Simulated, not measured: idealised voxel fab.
The following process module bears the name voxel self aligned vias.
Shown is cross-section cut, with a width of 265 nm and square cells of size 5 nm.
The cross-sections in this document take the form of a grid made of square cells. They are written out as bands, in order from top to bottom. Each band consists of one or more rows of cells.
The entry gives the band's vertical extent as a top height and a bottom height in nm, then its horizontal make-up as materials from left to right, each with a width in nm. "blank" stands for empty space; a single material marked "edge to edge" fills the band edge to edge.
Heights are measured from 0, the level below which the as-received wafer is all one material; the lowest band has no bottom and continues downward, written as in "from 0 down".
Width spec "30..40" -> top row of cells at first value, bottom row at second value, equal per-row change in between.
Step note "no modification" = no cross-section cell changed.
"Enclosed void entries" - sealed voids, min. 8 cells, no opening to top; format: width x height at distance (distance from left edge; nm throughout).
What comes after the settings on a step's line is commentary from the simulator itself on that step.
Among the settings permitted on a step's line is "overlay nm"; applied to a step with a mask, it specifies the extent to which the mask lay to the right of its planned position, whereas a negative figure signifies a position to the left.

-- Process steps foreseen in the plan
- 1: RECEIVE (material Si)
- 2: CONFORMAL_DEP (material SiO2; thk nm 15)
- 3: CONFORMAL_DEP (material SiCN; thk nm 5)
- 4: DIRECTIONAL_DEP (material SiO2; thk nm 25)
- 5: PATTERN (tone open; mask id LINES; material resist; width nm 30; pitch nm 70; thk nm 20; overlay nm 0)
- 6: DIRECTIONAL_ETCH (etch materials SiO2; depth nm 25)
- 7: STRIP (etch materials resist)
- 8: CONFORMAL_DEP (material TiN; thk nm 5)
- 9: FILL_DEP (material Ru; thk nm 5)
- 10: CMP (height nm 45)
- 11: SELECTIVE_ETCH (etch materials W Ru TiN; depth nm 10)
- 12: FILL_DEP (material SiN; thk nm 10)
- 13: CMP (height nm 45)
- 14: DIRECTIONAL_DEP (material SiO2; thk nm 15)
- 15: DIRECTIONAL_DEP (material aC; thk nm 15)
- 16: PATTERN (tone open; mask id VIAS; material resist; width nm 40; pitch nm 70; thk nm 35; overlay nm 0)
- 17: DIRECTIONAL_ETCH (etch materials aC; depth nm 15)
- 18: STRIP (etch materials resist)
- 19: DIRECTIONAL_ETCH (etch materials SiO2; depth nm 15)
- 20: DIRECTIONAL_ETCH (etch materials SiN; depth nm 10)
- 21: STRIP (etch materials aC)
- 22: CONFORMAL_DEP (material TiN; thk nm 5)
- 23: FILL_DEP (material W; thk nm 10)
- 24: CMP (height nm 60)
- 25: CONFORMAL_DEP (material SiCN; thk nm 5)

-- Cross-section: wafer on arrival = after step 1
> from 0 down: Si edge to edge
> Enclosed void entries: none

-- Post-module cross-section of the first of two wafers (run per plan)
> from 65 to 60: SiCN edge to edge
> from 60 to 50: SiO2 (40), TiN (5), W (30), TiN (5), SiO2 (30), TiN (5), W (30), TiN (5), SiO2 (30), TiN (5), W (30), TiN (5), SiO2 (45)
> from 50 to 40: SiO2 (40..45), TiN (10..5), W (20), TiN (10..5), SiO2 (30..40), TiN (10..5), W (20), TiN (10..5), SiO2 (30..40), TiN (10..5), W (20), TiN (10..5), SiO2 (45..50)
> from 40 to 35: SiO2 (45), TiN (30), SiO2 (40), TiN (30), SiO2 (40), TiN (30), SiO2 (50)
> from 35 to 25: SiO2 (45), TiN (5), Ru (20), TiN (5), SiO2 (40), TiN (5), Ru (20), TiN (5), SiO2 (40), TiN (5), Ru (20), TiN (5), SiO2 (50)
> from 25 to 20: SiO2 (45), TiN (30), SiO2 (40), TiN (30), SiO2 (40), TiN (30), SiO2 (50)
> from 20 to 15: SiCN edge to edge
> from 15 to 0: SiO2 edge to edge
> from 0 down: Si edge to edge
> Enclosed void entries: none

-- Module end: cross-section of wafer two of two. Same start and process plan as the first wafer. One mistake during execution
> from 65 to 60: SiCN edge to edge
> from 60 to 40: SiO2 (45), TiN (5), W (20), TiN (5), SiO2 (40), TiN (5), W (20), TiN (5), SiO2 (40), TiN (5), W (20), TiN (5), SiO2 (50)
> from 40 to 35: SiO2 (45), TiN (30), SiO2 (40), TiN (30), SiO2 (40), TiN (30), SiO2 (50)
> from 35 to 25: SiO2 (45), TiN (5), Ru (20), TiN (5), SiO2 (40), TiN (5), Ru (20), TiN (5), SiO2 (40), TiN (5), Ru (20), TiN (5), SiO2 (50)
> from 25 to 20: SiO2 (45), TiN (30), SiO2 (40), TiN (30), SiO2 (40), TiN (30), SiO2 (50)
> from 20 to 15: SiCN edge to edge
> from 15 to 0: SiO2 edge to edge
> from 0 down: Si edge to edge
> Enclosed void entries: none
Processing error: step 16 deviated from plan and actually ran as PATTERN (tone open; mask id VIAS; material resist; width nm 30; pitch nm 70; thk nm 35; overlay nm 0)
Final difference in cells, second wafer against first, listed per material as more or fewer: SiO2 +18; TiN -6; W -12
